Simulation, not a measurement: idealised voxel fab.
This section sets out a process module, namely voxel self aligned vias.
This is section cut - it's 295 nm across, gridded in 5 nm square cells.
Notation: cross-section as square-cell grid; stated in bands, top first, going down; one or more cell rows per band. A band entry consists of two parts. The first gives the height of the band's top and the height of its bottom, in nm. The rest lists the band's materials from left to right, each with its width in nm. A single material labelled with the word "everywhere" fills the band from edge to edge, and the word "air" marks empty space. We count height from 0. Below that, the starting wafer is all one material. The lowest band never ends at the bottom but goes on down; see "z 0 and below" for how that is written. Top row gets the first number, bottom row gets the second, and each row in between changes by the same step: that is how a band width like "30 to 40" works. For the purposes of this document, the phrase "stayed the same" attached to a step denotes that no cell within the cross-section was modified by that step. "Voids, enclosed": sealed empty spaces, 8 cells or more, no open way to top, listed width x height at distance, with distance from the left edge and width, height and distance in nm. Formally, on a step line, whatever follows the settings is a remark that the simulator itself makes on the step. overlay nm: step with mask; distance mask lay right of planned place; negative value = left of planned place.

The process steps that were planned are listed below
1,RECEIVE | material Si
2,CONFORMAL_DEP | material SiO2 | thk nm 10
3,CONFORMAL_DEP | material SiCN | thk nm 5
4,DIRECTIONAL_DEP | material SiO2 | thk nm 20
5,MASKED_ETCH | tone open | mask id LINES | width nm 25 | pitch nm 55 | etch materials SiO2 | depth nm 20 | overlay nm 0
6,CONFORMAL_DEP | material TiN | thk nm 5
7,FILL_DEP | material Ru | thk nm 5
8,CMP | height nm 35
9,SELECTIVE_ETCH | etch materials W Ru TiN | depth nm 5
10,FILL_DEP | material SiN | thk nm 10
11,CMP | height nm 35
12,DIRECTIONAL_DEP | material SiO2 | thk nm 15
13,DIRECTIONAL_DEP | material aC | thk nm 15
14,PATTERN | tone open | mask id VIAS | material resist | width nm 35 | pitch nm 55 | thk nm 35 | overlay nm 0
15,DIRECTIONAL_ETCH | etch materials aC | depth nm 15
16,STRIP | etch materials resist
17,DIRECTIONAL_ETCH | etch materials SiO2 | depth nm 15
18,DIRECTIONAL_ETCH | etch materials SiN | depth nm 5
19,STRIP | etch materials aC
20,CONFORMAL_DEP | material TiN | thk nm 5
21,FILL_DEP | material Ru | thk nm 10
22,CMP | height nm 50
23,CONFORMAL_DEP | material SiN | thk nm 5

Wafer at receipt (post step 1), cross-section
  z 0 and below  Si everywhere
  Voids, enclosed: none

Cross-section, first of two wafers, end of module, run as planned
  z 55 to 50  SiN everywhere
  z 50 to 40  SiO2: 100, TiN: 5, Ru: 25, TiN: 5, SiO2: 20, TiN: 5, Ru: 25, TiN: 5, SiO2: 105
  z 40 to 35  SiO2: 100, TiN: 10, Ru: 15, TiN: 10, SiO2: 20, TiN: 10, Ru: 15, TiN: 10, SiO2: 105
  z 35 to 30  SiO2: 105, TiN: 25, SiO2: 30, TiN: 25, SiO2: 110
  z 30 to 20  SiO2: 105, TiN: 5, Ru: 15, TiN: 5, SiO2: 30, TiN: 5, Ru: 15, TiN: 5, SiO2: 110
  z 20 to 15  SiO2: 105, TiN: 25, SiO2: 30, TiN: 25, SiO2: 110
  z 15 to 10  SiCN everywhere
  z 10 to 0  SiO2 everywhere
  z 0 and below  Si everywhere
  Voids, enclosed: none

Here's the second of our two wafers sectioned at module end. Same start as the first, same plan, but one mistake got made running it
  z 55 to 50  SiN everywhere
  z 50 to 35  SiO2: 100, TiN: 5, Ru: 25, TiN: 5, SiO2: 20, TiN: 5, Ru: 25, TiN: 5, SiO2: 105
  z 35 to 30  SiO2: 100, TiN: 35, SiO2: 20, TiN: 35, SiO2: 105
  z 30 to 20  SiO2: 100, TiN: 10, Ru: 15, TiN: 10, SiO2: 20, TiN: 10, Ru: 15, TiN: 10, SiO2: 105
  z 20 to 15  SiO2: 105, TiN: 25, SiO2: 30, TiN: 25, SiO2: 110
  z 15 to 10  SiCN everywhere
  z 10 to 0  SiO2 everywhere
  z 0 and below  Si everywhere
  Voids, enclosed: none
Run error: yeah, plan step 17 got run twice
Per the end-of-run cell counts, the second wafer holds more or fewer of some materials than the first: 4 more of Ru | 12 fewer of SiO2 | 8 more of TiN
